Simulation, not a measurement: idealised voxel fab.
This section sets out a process module, namely voxel ribs on slabs.
Displayed cross-section: cut, width of 220 nm, square cells sized 5 nm.
For the purposes of this document, a cross-section shall be understood as a grid of square cells, specified as bands listed in top-to-bottom order, each band consisting of one or more rows of cells. For a band, the entry starts with two heights in nm, that of the top and then that of the bottom, and carries on with the band's materials in order from left to right, each alongside its width in nm; the word "full width" beside a single material means it fills the band edge to edge, and "air" means empty space. For the purposes of this specification, 0 denotes the height below which the wafer in its as-received condition is composed wholly of one material, and the lowermost band, lacking a lower limit, extends downward without end, as expressed in "0 down". Quick explanation for "30->40": the width changes in equal steps down the rows of cells, from the first number in the band's top row to the second number in its bottom row. "same as before" for a step: no cell of the cross-section changed in that step. This entry, "Trapped voids", enumerates those empty regions of no fewer than 8 cells that possess no open connection to the top. Each region is reported in the form width x height at distance, the distance being taken from the left edge, with all three quantities expressed in nm. If you see something after the settings on a step's line, that's the simulator's own remark about that step. Steps that use a mask can have "overlay nm" on their line. It says how far the mask sat to the right of where it was meant to be. Negative means to the left.
So here's the lineup of process steps we planned:
1 RECEIVE [material Si]
2 DIRECTIONAL_DEP [material SiO2] [thk nm 20]
3 DIRECTIONAL_DEP [material SiN] [thk nm 25]
4 DIRECTIONAL_DEP [material aC] [thk nm 15]
5 PATTERN [tone cover] [mask id RIB] [material resist] [width nm 15] [thk nm 30] [overlay nm 0]
6 DIRECTIONAL_ETCH [etch materials aC] [depth nm 15]
7 STRIP [etch materials resist]
8 DIRECTIONAL_ETCH [etch materials SiN] [depth nm 20]
9 STRIP [etch materials aC]
10 DIRECTIONAL_DEP [material aC] [thk nm 10]
11 PATTERN [tone cover] [mask id SLAB] [material resist] [width nm 45] [thk nm 30] [overlay nm 0]
12 DIRECTIONAL_ETCH [etch materials aC] [depth nm 10]
13 STRIP [etch materials resist]
14 DIRECTIONAL_ETCH [etch materials SiN] [depth nm 5]
15 STRIP [etch materials aC]
16 FILL_DEP [material SiO2] [thk nm 25]
17 CMP [height nm 60]
18 DIRECTIONAL_DEP [material TiN] [thk nm 5]
19 MASKED_ETCH [tone cover] [mask id HEATER] [width nm 25] [etch materials TiN] [depth nm 5] [overlay nm 0]
20 CONFORMAL_DEP [material SiO2] [thk nm 10]
Cross-section of the wafer as it came to us, i.e., already through step 1:
    0 down: Si full width
    Trapped voids: none
Post-module cross-section: identical start and plan to those above, one misstep in execution:
    75 to 70: air 85  SiO2 45  air 90
    70 to 65: SiO2 full width
    65 to 60: SiO2 95  TiN 25  SiO2 100
    60 to 45: SiO2 full width
    45 to 25: SiO2 110  SiN 15  SiO2 95
    25 to 20: SiO2 85  SiN 45  SiO2 90
    20 to 0: SiO2 full width
    0 down: Si full width
    Trapped voids: none
Plan not followed: the process deviated at step 5: the operation and settings actually run there were PATTERN [tone cover] [mask id RIB] [material resist] [width nm 15] [thk nm 30] [overlay nm 10]
